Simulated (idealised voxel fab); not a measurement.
This is a process module. Its name is voxel capacitor over wiring.
Shown is cross-section cut, with a width of 250 nm and square cells of size 5 nm.
A cross-section is a grid of square cells, given in bands from the top down. A band is one or more rows of cells. Each band's line starts with the height of the band's top and of its bottom, in nm. Then come its materials from left to right, each with its width in nm. One material with "throughout" fills the band from edge to edge. "empty" is empty space. Height reference: 0 = level under which incoming wafer is all one material. Lowest band: no bottom, runs on downward, e.g. "from 0 down". It should be noted that a width expressed as "30 to 40" varies in equal increments from row to row of cells within the band, taking the value of the first number at the top row and that of the second number at the bottom row. Step marked "nothing got changed"? Then no cell in the cross-section changed in it. "Entrapped void list" means: voids of 8 cells or more that are shut off from the top with no open way through. Written width x height at distance, distance from the left edge, in nm. What comes after the settings on a step's line is commentary from the simulator itself on that step. "overlay nm" denotes, for a step that has a mask, the displacement of the mask to the right of its planned place, with negative values corresponding to the left.
This section lists the process steps that were planned
1 RECEIVE [material Si]
2 CONFORMAL_DEP [material SiO2] [thk nm 15]
3 DIRECTIONAL_DEP [material TiN] [thk nm 5]
4 DIRECTIONAL_DEP [material W] [thk nm 20]
5 PATTERN [tone cover] [mask id METAL_1] [material resist] [width nm 30] [pitch nm 100] [thk nm 15] [overlay nm 0]
6 DIRECTIONAL_ETCH [etch materials W] [depth nm 20]
7 DIRECTIONAL_ETCH [etch materials TiN] [depth nm 5]
8 STRIP [etch materials resist]
9 FILL_DEP [material SiO2] [thk nm 5]
10 CMP [height nm 40]
11 CONFORMAL_DEP [material SiCN] [thk nm 5]
12 DIRECTIONAL_DEP [material SiO2] [thk nm 20]
13 PATTERN [tone open] [mask id PLUG_1] [material resist] [width nm 15] [thk nm 15] [overlay nm 0]
14 DIRECTIONAL_ETCH [etch materials SiO2] [depth nm 20]
15 DIRECTIONAL_ETCH [etch materials SiCN] [depth nm 5]
16 STRIP [etch materials resist]
17 EPI [material Ru] [thk nm 10]
18 EPI [material Ru] [thk nm 10]
19 EPI [material Ru] [thk nm 5]
20 DIRECTIONAL_DEP [material TiN] [thk nm 10]
21 DIRECTIONAL_DEP [material HfO2] [thk nm 5]
22 DIRECTIONAL_DEP [material TiN] [thk nm 10]
23 DIRECTIONAL_DEP [material aC] [thk nm 15]
24 PATTERN [tone cover] [mask id UPPER_PLATE] [material resist] [width nm 75] [thk nm 35] [overlay nm 0]
25 DIRECTIONAL_ETCH [etch materials aC] [depth nm 15]
26 STRIP [etch materials resist]
27 DIRECTIONAL_ETCH [etch materials TiN] [depth nm 10]
28 DIRECTIONAL_ETCH [etch materials HfO2] [depth nm 5]
29 STRIP [etch materials aC]
30 DIRECTIONAL_DEP [material aC] [thk nm 15]
31 PATTERN [tone cover] [mask id LOWER_PLATE] [material resist] [width nm 85] [thk nm 35] [overlay nm 0]
32 DIRECTIONAL_ETCH [etch materials aC] [depth nm 15]
33 STRIP [etch materials resist]
34 DIRECTIONAL_ETCH [etch materials TiN] [depth nm 10]
35 STRIP [etch materials aC]
36 FILL_DEP [material SiO2] [thk nm 15]
37 CMP [height nm 100]
38 DIRECTIONAL_DEP [material aC] [thk nm 15]
39 PATTERN [tone open] [mask id PLUG_2] [material resist] [width nm 15] [thk nm 30] [overlay nm 0]
40 DIRECTIONAL_ETCH [etch materials aC] [depth nm 15]
41 STRIP [etch materials resist]
42 DIRECTIONAL_ETCH [etch materials SiO2] [depth nm 10]
43 STRIP [etch materials aC]
44 CONFORMAL_DEP [material TiN] [thk nm 5]
45 FILL_DEP [material W] [thk nm 5]
46 CMP [height nm 100]
47 CONFORMAL_DEP [material SiCN] [thk nm 5]
Keep in mind the plan's value for the width nm of step 13 comes from the first wafer; the wafers don't share that setting, but they do share the same starting point.
Cross-section of the first of several wafers on receipt, reflecting completion of step 1
  from 0 down = Si throughout
  Entrapped void list: none
End of module: cross-section of the first of several wafers after step 47, the last step
  from 105 to 100 = SiCN throughout
  from 100 to 95 = SiO2 (85) | TiN (5) | W (5) | TiN (5) | SiO2 (150)
  from 95 to 90 = SiO2 (85) | TiN (15) | SiO2 (150)
  from 90 to 80 = SiO2 (75) | TiN (75) | SiO2 (100)
  from 80 to 75 = SiO2 (75) | HfO2 (75) | SiO2 (100)
  from 75 to 65 = SiO2 (70) | TiN (85) | SiO2 (95)
  from 65 to 45 = SiO2 (75) | Ru (15) | SiO2 (160)
  from 45 to 40 = SiCN (75) | Ru (15) | SiCN (160)
  from 40 to 20 = SiO2 (60) | W (30) | SiO2 (70) | W (30) | SiO2 (60)
  from 20 to 15 = SiO2 (60) | TiN (30) | SiO2 (70) | TiN (30) | SiO2 (60)
  from 15 to 0 = SiO2 throughout
  from 0 down = Si throughout
  Entrapped void list: none
Cross-section of the last wafer at end of module
  from 105 to 100 = SiCN throughout
  from 100 to 95 = SiO2 (85) | TiN (5) | W (5) | TiN (5) | SiO2 (150)
  from 95 to 90 = SiO2 (85) | TiN (15) | SiO2 (150)
  from 90 to 80 = SiO2 (75) | TiN (75) | SiO2 (100)
  from 80 to 75 = SiO2 (75) | HfO2 (75) | SiO2 (100)
  from 75 to 65 = SiO2 (70) | TiN (85) | SiO2 (95)
  from 65 to 45 = SiO2 (70) | Ru (30) | SiO2 (150)
  from 45 to 40 = SiCN (70) | Ru (30) | SiCN (150)
  from 40 to 20 = SiO2 (60) | W (30) | SiO2 (70) | W (30) | SiO2 (60)
  from 20 to 15 = SiO2 (60) | TiN (30) | SiO2 (70) | TiN (30) | SiO2 (60)
  from 15 to 0 = SiO2 throughout
  from 0 down = Si throughout
  Entrapped void list: none
Where each wafer stands at the end of the module, a row apiece: cells of each material gained (+) or lost (-) since it was received, then closed voids
width nm 15 | +15 HfO2 | +15 Ru | +97 SiCN | +793 SiO2 | +81 TiN | +49 W | Entrapped void list: none
width nm 20 | +15 HfO2 | +20 Ru | +96 SiCN | +789 SiO2 | +81 TiN | +49 W | Entrapped void list: none
width nm 25 | +15 HfO2 | +25 Ru | +95 SiCN | +785 SiO2 | +81 TiN | +49 W | Entrapped void list: none
width nm 30 | +15 HfO2 | +30 Ru | +94 SiCN | +781 SiO2 | +81 TiN | +49 W | Entrapped void list: none
